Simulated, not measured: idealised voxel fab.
Documented hereafter: the process module known as voxel double patterning.
Pictured: cross-section cut, 225 nm wide, on a grid of 5 nm square cells.
In this document a cross-section is written as a grid of square cells. It is given as a series of bands, listed from the top down, and a band is one or more rows of cells.
Band: top and bottom heights (nm) first, top before bottom; then materials from left to right, widths in nm. "full width" marks a sole material filling the band edge to edge. "air" denotes empty space.
Basically, 0 is our baseline, since under it the wafer straight out of the box is all one material. The bottom band has no lower end and keeps on going down, so it looks like "top 0, no bottom".
With a width like "30 to 40", each row of cells in the band differs from the next by the same amount, the top row carrying the first number and the bottom row the second.
Given "remained the same" for a step, no cell of the cross-section differs between before and after that step.
Voids not open to the top, 8 cells minimum: see "Enclosed void entries". Written width x height at distance; distance is from the left edge; nm.
Whatever follows a step's settings on its line is a remark the simulator itself makes about that step.
Steps that use a mask can have "overlay nm" on their line. It says how far the mask sat to the right of where it was meant to be. Negative means to the left.
**This section lists the process steps that were planned**
| 1 | RECEIVE (material Si) |
| 2 | CONFORMAL_DEP (material SiO2; thk nm 5) |
| 3 | DIRECTIONAL_DEP (material W; thk nm 20) |
| 4 | DIRECTIONAL_DEP (material SiCN; thk nm 10) |
| 5 | DIRECTIONAL_DEP (material aC; thk nm 15) |
| 6 | PATTERN (tone open; mask id FIRST; material resist; width nm 15; pitch nm 50; thk nm 35; overlay nm 0) |
| 7 | DIRECTIONAL_ETCH (etch materials aC; depth nm 15) |
| 8 | STRIP (etch materials resist) |
| 9 | DIRECTIONAL_ETCH (etch materials SiCN; depth nm 10) |
| 10 | STRIP (etch materials aC) |
| 11 | DIRECTIONAL_DEP (material aC; thk nm 10) |
| 12 | PATTERN (tone open; mask id SECOND; material resist; width nm 15; thk nm 25; overlay nm 0) |
| 13 | DIRECTIONAL_ETCH (etch materials aC; depth nm 10) |
| 14 | STRIP (etch materials resist) |
| 15 | DIRECTIONAL_ETCH (etch materials SiCN; depth nm 10) |
| 16 | STRIP (etch materials aC) |
| 17 | DIRECTIONAL_ETCH (etch materials W; depth nm 20) |
| 18 | STRIP (etch materials SiCN) |
**Incoming wafer, cross-sectional view, post step 1**
- top 0, no bottom | Si full width
- Enclosed void entries: none
**As-planned run: cross-section of the first of two wafers at end of module**
- top 25, bottom 5 | W: 80, then air: 15, then W: 10, then air: 15, then W: 10, then air: 15, then W: 80
- top 5, bottom 0 | SiO2 full width
- top 0, no bottom | Si full width
- Enclosed void entries: none
**Second of two wafers, module complete, sectioned: it shares the first wafer's start and plan but was run with one mistake**
- top 25, bottom 5 | W: 80, then air: 15, then W: 10, then air: 20, then W: 5, then air: 15, then W: 80
- top 5, bottom 0 | SiO2 full width
- top 0, no bottom | Si full width
- Enclosed void entries: none
What was done differently from what was planned? planned and actual differ for step 12; actual: PATTERN (tone open; mask id SECOND; material resist; width nm 20; thk nm 25; overlay nm 0)
Cell-count delta at end, second wafer over first, by material: W: 4 fewer
